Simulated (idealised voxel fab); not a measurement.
Process module heading - voxel capacitor over wiring
Cross-section cut spans 175 nm and uses square cells 5 nm in size.
A cross-section is written here as square cells arranged in a grid, and it is given in bands from the top down, each band taking up one or more rows of cells. Per band: top height and bottom height in nm, followed by the left-to-right materials and their widths in nm; "full width" marks a single material spanning edge to edge, "air" marks empty space. Basically, 0 is our baseline, since under it the wafer straight out of the box is all one material. The bottom band has no lower end and keeps on going down, so it looks like "z 0 and below". The notation "30 to 40" denotes a width that varies across the rows of cells in the band, beginning at the first number in the top row, finishing at the second number in the bottom row, and changing by an identical amount from each row to the next. No cell of the cross-section changed in a step that is given as "no alterations made". Under "Listed closed voids" you'll find the enclosed gaps, the ones with no way out to the top, that are 8 cells or bigger; each reads width x height at distance, with distance counted from the left edge, everything in nm. after a step's settings: what the simulator itself notes on the step. You can add "overlay nm" to a step's line. For a step with a mask, it describes how far the mask lay to the right of its planned position, and a negative number describes a lay to the left.

INTENDED PROCESS STEPS
1,RECEIVE with material Si
2,CONFORMAL_DEP with material SiO2, thk nm 10
3,DIRECTIONAL_DEP with material TiN, thk nm 5
4,DIRECTIONAL_DEP with material W, thk nm 20
5,DIRECTIONAL_DEP with material aC, thk nm 10
6,PATTERN with tone cover, mask id METAL_1, material resist, width nm 30, pitch nm 80, thk nm 25, overlay nm 0
7,DIRECTIONAL_ETCH with etch materials aC, depth nm 10
8,STRIP with etch materials resist
9,DIRECTIONAL_ETCH with etch materials W, depth nm 20
10,DIRECTIONAL_ETCH with etch materials TiN, depth nm 5
11,STRIP with etch materials aC
12,CONFORMAL_DEP with material SiCN, thk nm 5
13,FILL_DEP with material lowk, thk nm 10
14,CMP with height nm 35
15,CONFORMAL_DEP with material SiCN, thk nm 5
16,DIRECTIONAL_DEP with material lowk, thk nm 10
17,PATTERN with tone open, mask id PLUG_1, material resist, width nm 15, thk nm 15, overlay nm 0
18,DIRECTIONAL_ETCH with etch materials lowk, depth nm 10
19,DIRECTIONAL_ETCH with etch materials SiCN, depth nm 5
20,STRIP with etch materials resist
21,EPI with material Ru, thk nm 10
22,EPI with material Ru, thk nm 5
23,DIRECTIONAL_DEP with material TiN, thk nm 10
24,DIRECTIONAL_DEP with material SiN, thk nm 5
25,DIRECTIONAL_DEP with material TiN, thk nm 10
26,PATTERN with tone cover, mask id UPPER_PLATE, material resist, width nm 55, thk nm 15, overlay nm 0
27,DIRECTIONAL_ETCH with etch materials TiN, depth nm 10
28,DIRECTIONAL_ETCH with etch materials SiN, depth nm 5
29,STRIP with etch materials resist
30,MASKED_ETCH with tone cover, mask id LOWER_PLATE, width nm 65, etch materials TiN, depth nm 10, overlay nm 0
31,FILL_DEP with material SiO2, thk nm 20
32,CMP with height nm 90
33,PATTERN with tone open, mask id PLUG_2, material resist, width nm 15, thk nm 15, overlay nm 0
34,DIRECTIONAL_ETCH with etch materials SiO2, depth nm 15
35,STRIP with etch materials resist
36,CONFORMAL_DEP with material TiN, thk nm 5
37,FILL_DEP with material Ru, thk nm 10
38,CMP with height nm 90
39,CONFORMAL_DEP with material SiCN, thk nm 5
Variable across wafers: step 33 width nm (plan value is that of the first wafer; starting state common to all).

AS-RECEIVED CROSS-SECTION, FIRST OF SEVERAL WAFERS, POST STEP 1
- z 0 and below: Si full width
- Listed closed voids: none

EACH ROW BELOW IS A WAFER AT THE END OF THE MODULE, LISTING FOR EVERY MATERIAL THE NUMBER OF CELLS IT HAS GAINED (+) OR LOST (-) SINCE IT WAS RECEIVED, FOLLOWED BY ITS CLOSED VOIDS
width nm 15; +11 Ru; +106 SiCN; +11 SiN; +282 SiO2; +67 TiN; +48 W; +140 lowk; Listed closed voids: none
width nm 20; +13 Ru; +106 SiCN; +11 SiN; +279 SiO2; +68 TiN; +48 W; +140 lowk; Listed closed voids: none
width nm 25; +15 Ru; +106 SiCN; +11 SiN; +276 SiO2; +69 TiN; +48 W; +140 lowk; Listed closed voids: none
width nm 30; +17 Ru; +106 SiCN; +11 SiN; +273 SiO2; +70 TiN; +48 W; +140 lowk; Listed closed voids: none
